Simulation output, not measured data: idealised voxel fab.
The name of this process module is voxel gate over fins.
Shown is cross-section cut, with a width of 265 nm and square cells of size 5 nm.
Cross-section layout: square cells on a grid; listed as bands, top to bottom; a band spans one or more cell rows.
Band entry format. Leading values: height of top, height of bottom, nm. Remainder: materials in left-to-right order, each with its width in nm. Special words: "everywhere" on a single material, which then fills the band edge to edge; "blank", empty space.
All heights in this document are referenced to 0, defined as the level beneath which the wafer, as received, consists entirely of one material. The lowest band is not bounded below; it extends indefinitely downward and is written in the form "z 0 and below".
So if you see something like "30->40" for the width, read it as the top row of the band sitting at the first number and the bottom row at the second, with every row in between moving by the same amount as the last.
"no change" after a step means that no cell of the cross-section changed.
In the "Closed-off voids" entry, you get each enclosed empty space of 8 cells or more, one with no open way to the top, written width x height at distance, distance from the left edge, in nm.
On each step's line, the part that comes after the settings is the simulator's own comment on the step.
The "overlay nm" setting may appear on a step's line; for a step that uses a mask, it gives how far to the right of its planned position the mask lay, and a negative value indicates the left.
## This section lists the process steps that were planned
1. RECEIVE [material Si]
2. CONFORMAL_DEP [material SiN] [thk nm 10]
3. MASKED_ETCH [tone cover] [mask id FINS] [width nm 15] [pitch nm 45] [etch materials SiN] [depth nm 10] [overlay nm -15]
4. MASKED_ETCH [tone cover] [mask id FINS] [width nm 15] [pitch nm 45] [etch materials Si] [depth nm 30] [overlay nm 0]
5. OXIDIZE [depth nm 5]
6. FILL_DEP [material SiO2] [thk nm 5]
7. CMP [height nm 10]
8. SELECTIVE_ETCH [etch materials SiO2] [depth nm 25]
9. STRIP [etch materials SiN]
10. CONFORMAL_DEP [material HfO2] [thk nm 5]
11. CONFORMAL_DEP [material TiN] [thk nm 5]
12. CONFORMAL_DEP [material TiAl] [thk nm 5]
13. CONFORMAL_DEP [material TiN] [thk nm 5]
14. FILL_DEP [material W] [thk nm 10]
15. CMP [height nm 25]
16. CONFORMAL_DEP [material SiCN] [thk nm 10]
varied across the wafers: overlay nm of step 3. The plan shows the first wafer's value. All wafers start alike
## Cross-section of the first of several received wafers, showing its state after step 1
* z 0 and below = Si everywhere
* Closed-off voids: none
## Per wafer, end of module: cells gained (+) or lost (-) per material since receipt, then closed voids
overlay nm -15; +77 HfO2; -271 Si; +106 SiCN; +148 SiO2; +71 TiAl; +142 TiN; +98 W; Closed-off voids: none
overlay nm -10; +77 HfO2; -295 Si; +106 SiCN; +164 SiO2; +77 TiAl; +142 TiN; +100 W; Closed-off voids: none
overlay nm -5; +77 HfO2; -319 Si; +106 SiCN; +180 SiO2; +77 TiAl; +148 TiN; +102 W; Closed-off voids: none
overlay nm 0; +77 HfO2; -343 Si; +106 SiCN; +196 SiO2; +77 TiAl; +154 TiN; +104 W; Closed-off voids: none
overlay nm 5; +77 HfO2; -319 Si; +106 SiCN; +180 SiO2; +77 TiAl; +148 TiN; +102 W; Closed-off voids: none
overlay nm 10; +77 HfO2; -295 Si; +106 SiCN; +164 SiO2; +77 TiAl; +142 TiN; +100 W; Closed-off voids: none
overlay nm 15; +77 HfO2; -271 Si; +106 SiCN; +148 SiO2; +71 TiAl; +142 TiN; +98 W; Closed-off voids: none
